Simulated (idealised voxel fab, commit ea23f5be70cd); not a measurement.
voxel spacer lines: a process module
Each square cell in cross-section cut measures 5 nm, and the section as a whole is 165 nm wide.
The cross-sections in this document take the form of a grid made of square cells. They are written out as bands, in order from top to bottom. Each band consists of one or more rows of cells. Band: top height; bottom height; in nm. Then, left to right: material with width in nm, for each material. "everywhere": a single material spanning edge to edge. "empty": empty space. Height reference: 0 = level under which incoming wafer is all one material. Lowest band: no bottom, runs on downward, e.g. "top 0, no bottom". Width "30..40": first value at the band's top row of cells, second value at its bottom row, equal change from row to row. Step marked "no modifications"? Then no cell in the cross-section changed in it. You'll see "Enclosed void listing" listing empty spaces that have no way open to the top, as long as they're 8 cells or more; the notation is width x height at distance, where the distance is from the left edge, and all of it is in nm. Step line, after settings: the simulator's comment on this step. You can add "overlay nm" to a step's line. For a step with a mask, it describes how far the mask lay to the right of its planned position, and a negative number describes a lay to the left.

So here's the lineup of process steps we planned:
| 1 | RECEIVE,material Si |
| 2 | CONFORMAL_DEP,material Al2O3,thk nm 5 |
| 3 | DIRECTIONAL_DEP,material polySi,thk nm 20 |
| 4 | DIRECTIONAL_DEP,material aC,thk nm 30 |
| 5 | PATTERN,tone cover,mask id MANDREL,material resist,width nm 20,pitch nm 70,thk nm 35,overlay nm 0 |
| 6 | DIRECTIONAL_ETCH,etch materials aC,depth nm 30 |
| 7 | STRIP,etch materials resist |
| 8 | CONFORMAL_DEP,material SiO2,thk nm 15 |
| 9 | DIRECTIONAL_ETCH,etch materials SiO2,depth nm 15 |
| 10 | STRIP,etch materials aC |
| 11 | DIRECTIONAL_ETCH,etch materials polySi,depth nm 20 |
| 12 | STRIP,etch materials SiO2 |

Wafer as received: cross-section following step 1:
	top 0, no bottom = Si everywhere
	Enclosed void listing: none

First of two wafers, end-of-module section, run followed plan:
	top 25, bottom 5 = 20 of empty, 15 of polySi, 20 of empty, 15 of polySi, 20 of empty, 15 of polySi, 20 of empty, 15 of polySi, 25 of empty
	top 5, bottom 0 = Al2O3 everywhere
	top 0, no bottom = Si everywhere
	Enclosed void listing: none

End-of-module cross-section of the second wafer: identical starting point and process plan to the first, with one processing mistake:
	top 30, bottom 10 = 20 of empty, 15 of polySi, 20 of empty, 15 of polySi, 20 of empty, 15 of polySi, 20 of empty, 15 of polySi, 25 of empty
	top 10, bottom 5 = polySi everywhere
	top 5, bottom 0 = Al2O3 everywhere
	top 0, no bottom = Si everywhere
	Enclosed void listing: none
Error vs. plan: so step 3 ended up running with a different setting than we planned, it ran as DIRECTIONAL_DEP,material polySi,thk nm 25
Final tally in cells, some materials are higher or lower on the second wafer than on the first: polySi: 33 more
